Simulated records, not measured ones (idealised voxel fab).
The process module presented herein is designated voxel trench capacitor.
It is cross-section cut that appears here, measuring 155 nm in width, its square cells being 5 nm in size.
A cross-section is a grid of square cells, given in bands from the top down. A band is one or more rows of cells. Band: top height; bottom height; in nm. Then, left to right: material with width in nm, for each material. "full width": a single material spanning edge to edge. "empty": empty space. The reference from which all heights are counted is 0, the level beneath which the as-received wafer is entirely one material; the lowest band, having no lower bound, proceeds downward and is written after the example "from 0 down". When a width is written as two numbers, as in "30 to 40", the first number is the width in the top row of cells of the band and the second is the width in its bottom row, and the width changes by the same amount from each row to the next. Take "no alteration" at face value: in the step it is given for, the cross-section changed in none of its cells. Empty spaces without an open route to the top, at least 8 cells in extent, make up the entry "Closed cavities"; each is given as width x height at distance, where the distance is measured from the left edge, and all are in nm. The remark found on a step's line after its settings is issued by the simulator itself and pertains to that step. "overlay nm", when on a step's line for a step with a mask, measures how far to the right of its planned place the mask lay; a negative measure means to the left.
PLAN
- 1: RECEIVE | material Si
- 2: CONFORMAL_DEP | material SiN | thk nm 10
- 3: DIRECTIONAL_DEP | material aC | thk nm 15
- 4: PATTERN | tone open | mask id TRENCH | material resist | width nm 15 | pitch nm 40 | thk nm 35 | overlay nm 0
- 5: DIRECTIONAL_ETCH | etch materials aC | depth nm 15
- 6: STRIP | etch materials resist
- 7: DIRECTIONAL_ETCH | etch materials SiN | depth nm 10
- 8: DIRECTIONAL_ETCH | etch materials Si | depth nm 30
- 9: STRIP | etch materials aC
- 10: CONFORMAL_DEP | material SiO2 | thk nm 5
- 11: FILL_DEP | material polySi | thk nm 10
- 12: CMP | height nm 10
Same starting wafers, different width nm at step 4. Plan value belongs to the first wafer.
THE FIRST OF SEVERAL WAFERS AS RECEIVED, SHOWN IN CROSS-SECTION; THIS IS ITS STATE AFTER STEP 1
> from 0 down: Si full width
> Closed cavities: none
GAINED (+) OR LOST (-) CELLS OF EACH MATERIAL SINCE RECEIPT, THEN CLOSED VOIDS: ONE ROW PER WAFER, AT THE END OF THE MODULE
width nm 15, -54 Si, +44 SiN, +51 SiO2, +21 polySi, Closed cavities: none
width nm 20, -72 Si, +38 SiN, +54 SiO2, +42 polySi, Closed cavities: none
width nm 25, -90 Si, +32 SiN, +57 SiO2, +63 polySi, Closed cavities: none
